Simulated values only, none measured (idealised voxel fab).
A process module follows: voxel released beams.
Xsec cut, 240 nm wide, square cell size 5 nm.
In what follows, cross-sections appear as grids of square cells, described through bands that run from the top down, where every band is one or more rows of cells.
What a band's entry tells you: where the top is and where the bottom is, as heights in nm, and after that what lies inside, material by material from left to right, each with its width in nm. Empty space is written as the word "blank", and a single material marked with the word "full width" occupies the band from edge to edge.
Basically, 0 is our baseline, since under it the wafer straight out of the box is all one material. The bottom band has no lower end and keeps on going down, so it looks like "from 0 down".
It should be noted that a width expressed as "30..40" varies in equal increments from row to row of cells within the band, taking the value of the first number at the top row and that of the second number at the bottom row.
"remained the same" for a step: no cell of the cross-section changed in that step.
So "Trapped void list" is basically the list of trapped voids: any empty space of 8 cells or more that can't reach the top through an opening. They're written width x height at distance, the distance being from the left edge, and it's all nm.
Whatever follows a step's settings on its line is a remark the simulator itself makes about that step.
On any step carrying a mask, the "overlay nm" setting, if present on the step's line, tells how far right of its planned place the mask lay; negative values point to the left.

PLAN
step 1: op RECEIVE | material Si
step 2: op CONFORMAL_DEP | material SiN | thk nm 10
step 3: op DIRECTIONAL_DEP | material SiO2 | thk nm 10
step 4: op PATTERN | tone open | mask id ANCHOR | material resist | width nm 45 | thk nm 20 | overlay nm 0
step 5: op DIRECTIONAL_ETCH | etch materials SiO2 | depth nm 10
step 6: op STRIP | etch materials resist
step 7: op CONFORMAL_DEP | material W | thk nm 15
step 8: op MASKED_ETCH | tone cover | mask id BEAM | width nm 105 | etch materials W | depth nm 15 | overlay nm 0
step 9: op STRIP | etch materials SiO2

HERE'S WHAT THE WAFER LOOKED LIKE IN CROSS-SECTION WHEN IT ARRIVED - THAT'S AFTER STEP 1
  from 0 down = Si full width
  Trapped void list: none

AS-PLANNED RUN: CROSS-SECTION OF THE FIRST OF TWO WAFERS AT END OF MODULE
  from 35 to 25 = 65 of blank / 20 of W / 15 of blank / 70 of W / 70 of blank
  from 25 to 20 = 65 of blank / 105 of W / 70 of blank
  from 20 to 10 = 70 of blank / 45 of W / 125 of blank
  from 10 to 0 = SiN full width
  from 0 down = Si full width
  Trapped void list: none

CROSS-SECTION, WAFER TWO OF TWO, END OF MODULE: SAME START AND PLAN AS WAFER ONE, ONE ERROR IN EXECUTION
  from 35 to 25 = 65 of blank / 65 of W / 110 of blank
  from 25 to 20 = 65 of blank / 105 of W / 70 of blank
  from 20 to 10 = 55 of blank / 15 of W / 45 of SiO2 / 55 of W / 70 of blank
  from 10 to 0 = SiN full width
  from 0 down = Si full width
  Trapped void list: none
Heads up, the wafer didn't run the way we planned it: step 4 off recipe, ran as op PATTERN | tone cover | mask id ANCHOR | material resist | width nm 45 | thk nm 20 | overlay nm 0
The final cell counts differ between the wafers, with the second having more or fewer of some materials than the first: +18 SiO2
